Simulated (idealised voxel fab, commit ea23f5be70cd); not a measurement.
Proc. module: voxel self aligned vias
The figure presents cross-section cut, which has a width of 290 nm and is divided into square cells with an edge length of 5 nm.
How to read a cross-section here: the picture is a grid of square cells, written as bands going from the top down, and any band can span one or more rows of cells.
Band entry format. Leading values: height of top, height of bottom, nm. Remainder: materials in left-to-right order, each with its width in nm. Special words: "edge to edge" on a single material, which then fills the band edge to edge; "air", empty space.
Heights from 0 (as-received wafer is one material below). Bottom band endless downward, as "from 0 down".
When a width is written as two numbers, as in "30..40", the first number is the width in the top row of cells of the band and the second is the width in its bottom row, and the width changes by the same amount from each row to the next.
You'll sometimes find "remains unaltered" written for a step, and that's the way of saying that nowhere in the cross-section did a cell change during that step.
Look at "Non-vented voids" for the closed voids: empty spaces with no open path to the top, sized 8 cells or up. Each is width x height at distance, distance from the left edge, all nm.
That trailing text on a step's line, after the settings, is the simulator's own remark on the step.
The setting "overlay nm" may be written on the line of a step. When the step uses a mask, the value reports how far to the right of the planned place the mask lay, and a negative value reports that it lay to the left.
[Steps planned for the process]
1) RECEIVE,material Si
2) CONFORMAL_DEP,material SiO2,thk nm 15
3) CONFORMAL_DEP,material SiCN,thk nm 5
4) DIRECTIONAL_DEP,material SiO2,thk nm 30
5) DIRECTIONAL_DEP,material aC,thk nm 15
6) PATTERN,tone open,mask id LINES,material resist,width nm 30,pitch nm 70,thk nm 30,overlay nm 0
7) DIRECTIONAL_ETCH,etch materials aC,depth nm 15
8) STRIP,etch materials resist
9) DIRECTIONAL_ETCH,etch materials SiO2,depth nm 30
10) STRIP,etch materials aC
11) CONFORMAL_DEP,material TiN,thk nm 5
12) FILL_DEP,material W,thk nm 10
13) CMP,height nm 50
14) SELECTIVE_ETCH,etch materials W Ru TiN,depth nm 10
15) FILL_DEP,material SiN,thk nm 5
16) CMP,height nm 50
17) DIRECTIONAL_DEP,material SiO2,thk nm 15
18) DIRECTIONAL_DEP,material aC,thk nm 15
19) PATTERN,tone open,mask id VIAS,material resist,width nm 50,pitch nm 70,thk nm 30,overlay nm 0
20) DIRECTIONAL_ETCH,etch materials aC,depth nm 15
21) STRIP,etch materials resist
22) DIRECTIONAL_ETCH,etch materials SiO2,depth nm 15
23) DIRECTIONAL_ETCH,etch materials SiN,depth nm 10
24) STRIP,etch materials aC
25) CONFORMAL_DEP,material TiN,thk nm 5
26) FILL_DEP,material W,thk nm 5
27) CMP,height nm 65
28) CONFORMAL_DEP,material SiCN,thk nm 5
[Cross-section: wafer on arrival = after step 1]
- from 0 down  Si edge to edge
- Non-vented voids: none
[End-of-module cross-section. Starting structure and process plan as above; one mistake made in running it]
- from 70 to 65  SiCN edge to edge
- from 65 to 55  85 nm SiO2  5 nm TiN  40 nm W  5 nm TiN  20 nm SiO2  5 nm TiN  40 nm W  5 nm TiN  85 nm SiO2
- from 55 to 45  85..95 nm SiO2  15..5 nm TiN  20 nm W  15..5 nm TiN  20..40 nm SiO2  15..5 nm TiN  20 nm W  15..5 nm TiN  85..95 nm SiO2
- from 45 to 40  95 nm SiO2  30 nm TiN  40 nm SiO2  30 nm TiN  95 nm SiO2
- from 40 to 25  95 nm SiO2  5 nm SiN  20 nm W  5 nm SiN  40 nm SiO2  5 nm SiN  20 nm W  5 nm SiN  95 nm SiO2
- from 25 to 20  95 nm SiO2  30 nm SiN  40 nm SiO2  30 nm SiN  95 nm SiO2
- from 20 to 15  SiCN edge to edge
- from 15 to 0  SiO2 edge to edge
- from 0 down  Si edge to edge
- Non-vented voids: none
What was the processing mistake? not per plan at step 11, really ran CONFORMAL_DEP,material SiN,thk nm 5
